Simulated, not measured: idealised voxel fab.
Module name: voxel plated lines (process module)
Square cell edge 5 nm, section width 260 nm, ID cut.
Just so we're on the same page, the cross-sections are grids of square cells, and they're listed out in bands top to bottom, each band one or more rows deep. A band entry consists of two parts. The first gives the height of the band's top and the height of its bottom, in nm. The rest lists the band's materials from left to right, each with its width in nm. A single material labelled with the word "throughout" fills the band from edge to edge, and the word "empty" marks empty space. The reference from which all heights are counted is 0, the level beneath which the as-received wafer is entirely one material; the lowest band, having no lower bound, proceeds downward and is written after the example "0 down". A width given as "30..40" starts at the first number in the band's top row and ends at the second number in its bottom row, shifting by an equal amount at every step from row to row. Take "no change occurred" at face value: in the step it is given for, the cross-section changed in none of its cells. "Sealed voids" lists enclosed empty spaces (at least 8 cells, no open path upward to the top), each as width x height at distance from the left edge, in nm. Past the settings on a step's line: simulator remark, on that step. Steps that use a mask can have "overlay nm" on their line. It says how far the mask sat to the right of where it was meant to be. Negative means to the left.

Planned process steps:
| 1 | op RECEIVE | material Si |
| 2 | op CONFORMAL_DEP | material SiO2 | thk nm 15 |
| 3 | op DIRECTIONAL_DEP | material TiN | thk nm 5 |
| 4 | op PATTERN | tone open | mask id LINES | material resist | width nm 20 | pitch nm 35 | thk nm 40 | overlay nm 0 |
| 5 | op EPI | material Ru | thk nm 10 |
| 6 | op EPI | material Ru | thk nm 5 |
| 7 | op EPI | material Ru | thk nm 10 |
| 8 | op STRIP | etch materials resist |
| 9 | op DIRECTIONAL_ETCH | etch materials TiN | depth nm 5 |
| 10 | op CONFORMAL_DEP | material SiN | thk nm 10 |

Here's what the wafer looked like in cross-section when it arrived - that's after step 1:
0 down | Si throughout
Sealed voids: none

Starting wafer: above. Plan: above. Run: one mistake. Cross-section after the module: below:
55 to 45 | empty 65 nm | SiN 145 nm | empty 50 nm
45 to 25 | empty 65 nm | SiN 10 nm | Ru 20 nm | SiN 15 nm | Ru 20 nm | SiN 15 nm | Ru 20 nm | SiN 15 nm | Ru 20 nm | SiN 10 nm | empty 50 nm
25 to 20 | SiN 75 nm | Ru 20 nm | SiN 15 nm | Ru 20 nm | SiN 15 nm | Ru 20 nm | SiN 15 nm | Ru 20 nm | SiN 60 nm
20 to 15 | SiN 75 nm | TiN 20 nm | SiN 15 nm | TiN 20 nm | SiN 15 nm | TiN 20 nm | SiN 15 nm | TiN 20 nm | SiN 60 nm
15 to 0 | SiO2 throughout
0 down | Si throughout
Sealed voids: none
Deviation from plan: step 4 ran differently from the plan; actual operation with settings: op PATTERN | tone open | mask id LINES | material resist | width nm 20 | pitch nm 35 | thk nm 40 | overlay nm 10
